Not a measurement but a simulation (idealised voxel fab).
The process module that follows is named voxel trench capacitor.
The cross-section shown here is cut; it is 245 nm wide and divided into square cells measuring 5 nm on a side.
Cross-section, as written here: a square-cell grid given band by band from the top down, where a band holds one or more rows of cells.
Heads up on the band format: heights come first, top then bottom, in nm. After that it's the materials left to right, each with its width in nm. A single material flagged "everywhere" fills the whole band edge to edge, and "blank" means there's empty space there.
Convention: height 0 is the level below which the wafer, as received, is all one material. The lowest band does not terminate at the bottom but continues downward, represented as "from 0 down".
Width: "30..40" (first number = top row, second number = bottom row, same change from row to row of cells).
A step reported as "everything unchanged" is a step in which no cell of the cross-section changed.
Heads up: "closed voids" only lists the empty pockets with no open path to the top that are 8 cells or more, and it writes them as width x height at distance, distance from the left edge, in nm.
Formally, on a step line, whatever follows the settings is a remark that the simulator itself makes on the step.
The "overlay nm" setting may appear on a step's line; for a step that uses a mask, it gives how far to the right of its planned position the mask lay, and a negative value indicates the left.
Listed below are the process steps as planned
step 1: RECEIVE [material Si]
step 2: CONFORMAL_DEP [material SiN] [thk nm 10]
step 3: PATTERN [tone open] [mask id TRENCH] [material resist] [width nm 25] [pitch nm 55] [thk nm 20] [overlay nm 0]
step 4: DIRECTIONAL_ETCH [etch materials SiN] [depth nm 10]
step 5: DIRECTIONAL_ETCH [etch materials Si] [depth nm 25]
step 6: STRIP [etch materials resist]
step 7: CONFORMAL_DEP [material Al2O3] [thk nm 5]
step 8: CONFORMAL_DEP [material TiN] [thk nm 5]
step 9: FILL_DEP [material W] [thk nm 10]
step 10: CMP [height nm 10]
Of two wafers, the first: run according to plan
The cross-section here shows the wafer as received, i.e. in its state after step 1
* from 0 down  Si everywhere
* closed voids: none
Wafer after step 2 (cross-section)
* from 10 to 0  SiN everywhere
* Everything below 0 is unchanged.
Wafer after step 3 (cross-section)
* from 30 to 10  resist: 55, then blank: 25, then resist: 30, then blank: 25, then resist: 30, then blank: 25, then resist: 55
* Everything below 10 is unchanged.
Wafer after step 4 (cross-section)
* from 30 to 10  resist: 55, then blank: 25, then resist: 30, then blank: 25, then resist: 30, then blank: 25, then resist: 55
* from 10 to 0  SiN: 55, then blank: 25, then SiN: 30, then blank: 25, then SiN: 30, then blank: 25, then SiN: 55
* Everything below 0 is unchanged.
Wafer after step 5 (cross-section)
* from 30 to 10  resist: 55, then blank: 25, then resist: 30, then blank: 25, then resist: 30, then blank: 25, then resist: 55
* from 10 to 0  SiN: 55, then blank: 25, then SiN: 30, then blank: 25, then SiN: 30, then blank: 25, then SiN: 55
* from 0 to -25  Si: 55, then blank: 25, then Si: 30, then blank: 25, then Si: 30, then blank: 25, then Si: 55
* Everything below -25 is unchanged.
Wafer after step 6 (cross-section)
* from 10 to 0  SiN: 55, then blank: 25, then SiN: 30, then blank: 25, then SiN: 30, then blank: 25, then SiN: 55
* Everything below 0 is unchanged.
Wafer after step 7 (cross-section)
* from 15 to 10  Al2O3: 60, then blank: 15, then Al2O3: 40, then blank: 15, then Al2O3: 40, then blank: 15, then Al2O3: 60
* from 10 to 0  SiN: 55, then Al2O3: 5, then blank: 15, then Al2O3: 5, then SiN: 30, then Al2O3: 5, then blank: 15, then Al2O3: 5, then SiN: 30, then Al2O3: 5, then blank: 15, then Al2O3: 5, then SiN: 55
* from 0 to -20  Si: 55, then Al2O3: 5, then blank: 15, then Al2O3: 5, then Si: 30, then Al2O3: 5, then blank: 15, then Al2O3: 5, then Si: 30, then Al2O3: 5, then blank: 15, then Al2O3: 5, then Si: 55
* from -20 to -25  Si: 55, then Al2O3: 25, then Si: 30, then Al2O3: 25, then Si: 30, then Al2O3: 25, then Si: 55
* Everything below -25 is unchanged.
Wafer after step 8 (cross-section)
* from 20 to 15  TiN: 65, then blank: 5, then TiN: 50, then blank: 5, then TiN: 50, then blank: 5, then TiN: 65
* from 15 to 10  Al2O3: 60, then TiN: 5, then blank: 5, then TiN: 5, then Al2O3: 40, then TiN: 5, then blank: 5, then TiN: 5, then Al2O3: 40, then TiN: 5, then blank: 5, then TiN: 5, then Al2O3: 60
* from 10 to 0  SiN: 55, then Al2O3: 5, then TiN: 5, then blank: 5, then TiN: 5, then Al2O3: 5, then SiN: 30, then Al2O3: 5, then TiN: 5, then blank: 5, then TiN: 5, then Al2O3: 5, then SiN: 30, then Al2O3: 5, then TiN: 5, then blank: 5, then TiN: 5, then Al2O3: 5, then SiN: 55
* from 0 to -15  Si: 55, then Al2O3: 5, then TiN: 5, then blank: 5, then TiN: 5, then Al2O3: 5, then Si: 30, then Al2O3: 5, then TiN: 5, then blank: 5, then TiN: 5, then Al2O3: 5, then Si: 30, then Al2O3: 5, then TiN: 5, then blank: 5, then TiN: 5, then Al2O3: 5, then Si: 55
* from -15 to -20  Si: 55, then Al2O3: 5, then TiN: 15, then Al2O3: 5, then Si: 30, then Al2O3: 5, then TiN: 15, then Al2O3: 5, then Si: 30, then Al2O3: 5, then TiN: 15, then Al2O3: 5, then Si: 55
* Everything below -20 is unchanged.
Wafer after step 9 (cross-section)
* from 30 to 20  W everywhere
* from 20 to 15  TiN: 65, then W: 5, then TiN: 50, then W: 5, then TiN: 50, then W: 5, then TiN: 65
* from 15 to 10  Al2O3: 60, then TiN: 5, then W: 5, then TiN: 5, then Al2O3: 40, then TiN: 5, then W: 5, then TiN: 5, then Al2O3: 40, then TiN: 5, then W: 5, then TiN: 5, then Al2O3: 60
* from 10 to 0  SiN: 55, then Al2O3: 5, then TiN: 5, then W: 5, then TiN: 5, then Al2O3: 5, then SiN: 30, then Al2O3: 5, then TiN: 5, then W: 5, then TiN: 5, then Al2O3: 5, then SiN: 30, then Al2O3: 5, then TiN: 5, then W: 5, then TiN: 5, then Al2O3: 5, then SiN: 55
* from 0 to -15  Si: 55, then Al2O3: 5, then TiN: 5, then W: 5, then TiN: 5, then Al2O3: 5, then Si: 30, then Al2O3: 5, then TiN: 5, then W: 5, then TiN: 5, then Al2O3: 5, then Si: 30, then Al2O3: 5, then TiN: 5, then W: 5, then TiN: 5, then Al2O3: 5, then Si: 55
* Everything below -15 is unchanged.
Wafer after step 10 (cross-section)
* from 10 to 0  SiN: 55, then Al2O3: 5, then TiN: 5, then W: 5, then TiN: 5, then Al2O3: 5, then SiN: 30, then Al2O3: 5, then TiN: 5, then W: 5, then TiN: 5, then Al2O3: 5, then SiN: 30, then Al2O3: 5, then TiN: 5, then W: 5, then TiN: 5, then Al2O3: 5, then SiN: 55
* Everything below 0 is unchanged.
Notes, second wafer: start = first wafer's, plan = first wafer's, execution had one mistake; history identical to first through step 6
Second wafer at the planned finish of step 7, seen in cross-section
* from 15 to 10  TiN: 60, then blank: 15, then TiN: 40, then blank: 15, then TiN: 40, then blank: 15, then TiN: 60
* from 10 to 0  SiN: 55, then TiN: 5, then blank: 15, then TiN: 5, then SiN: 30, then TiN: 5, then blank: 15, then TiN: 5, then SiN: 30, then TiN: 5, then blank: 15, then TiN: 5, then SiN: 55
* from 0 to -20  Si: 55, then TiN: 5, then blank: 15, then TiN: 5, then Si: 30, then TiN: 5, then blank: 15, then TiN: 5, then Si: 30, then TiN: 5, then blank: 15, then TiN: 5, then Si: 55
* from -20 to -25  Si: 55, then TiN: 25, then Si: 30, then TiN: 25, then Si: 30, then TiN: 25, then Si: 55
* Everything below -25 is unchanged.
Second wafer at the planned finish of step 8, seen in cross-section
* from 20 to 15  Al2O3: 65, then blank: 5, then Al2O3: 50, then blank: 5, then Al2O3: 50, then blank: 5, then Al2O3: 65
* from 15 to 10  TiN: 60, then Al2O3: 5, then blank: 5, then Al2O3: 5, then TiN: 40, then Al2O3: 5, then blank: 5, then Al2O3: 5, then TiN: 40, then Al2O3: 5, then blank: 5, then Al2O3: 5, then TiN: 60
* from 10 to 0  SiN: 55, then TiN: 5, then Al2O3: 5, then blank: 5, then Al2O3: 5, then TiN: 5, then SiN: 30, then TiN: 5, then Al2O3: 5, then blank: 5, then Al2O3: 5, then TiN: 5, then SiN: 30, then TiN: 5, then Al2O3: 5, then blank: 5, then Al2O3: 5, then TiN: 5, then SiN: 55
* from 0 to -15  Si: 55, then TiN: 5, then Al2O3: 5, then blank: 5, then Al2O3: 5, then TiN: 5, then Si: 30, then TiN: 5, then Al2O3: 5, then blank: 5, then Al2O3: 5, then TiN: 5, then Si: 30, then TiN: 5, then Al2O3: 5, then blank: 5, then Al2O3: 5, then TiN: 5, then Si: 55
* from -15 to -20  Si: 55, then TiN: 5, then Al2O3: 15, then TiN: 5, then Si: 30, then TiN: 5, then Al2O3: 15, then TiN: 5, then Si: 30, then TiN: 5, then Al2O3: 15, then TiN: 5, then Si: 55
* Everything below -20 is unchanged.
Second wafer at the planned finish of step 9, seen in cross-section
* from 30 to 20  W everywhere
* from 20 to 15  Al2O3: 65, then W: 5, then Al2O3: 50, then W: 5, then Al2O3: 50, then W: 5, then Al2O3: 65
* from 15 to 10  TiN: 60, then Al2O3: 5, then W: 5, then Al2O3: 5, then TiN: 40, then Al2O3: 5, then W: 5, then Al2O3: 5, then TiN: 40, then Al2O3: 5, then W: 5, then Al2O3: 5, then TiN: 60
* from 10 to 0  SiN: 55, then TiN: 5, then Al2O3: 5, then W: 5, then Al2O3: 5, then TiN: 5, then SiN: 30, then TiN: 5, then Al2O3: 5, then W: 5, then Al2O3: 5, then TiN: 5, then SiN: 30, then TiN: 5, then Al2O3: 5, then W: 5, then Al2O3: 5, then TiN: 5, then SiN: 55
* from 0 to -15  Si: 55, then TiN: 5, then Al2O3: 5, then W: 5, then Al2O3: 5, then TiN: 5, then Si: 30, then TiN: 5, then Al2O3: 5, then W: 5, then Al2O3: 5, then TiN: 5, then Si: 30, then TiN: 5, then Al2O3: 5, then W: 5, then Al2O3: 5, then TiN: 5, then Si: 55
* Everything below -15 is unchanged.
Second wafer at the planned finish of step 10, seen in cross-section
* from 10 to 0  SiN: 55, then TiN: 5, then Al2O3: 5, then W: 5, then Al2O3: 5, then TiN: 5, then SiN: 30, then TiN: 5, then Al2O3: 5, then W: 5, then Al2O3: 5, then TiN: 5, then SiN: 30, then TiN: 5, then Al2O3: 5, then W: 5, then Al2O3: 5, then TiN: 5, then SiN: 55
* Everything below 0 is unchanged.
Error vs. plan: plan vs actual: 7 and 8 interchanged
End of process, cell counts, second wafer against first, materials with more or fewer: Al2O3 -12, TiN +12
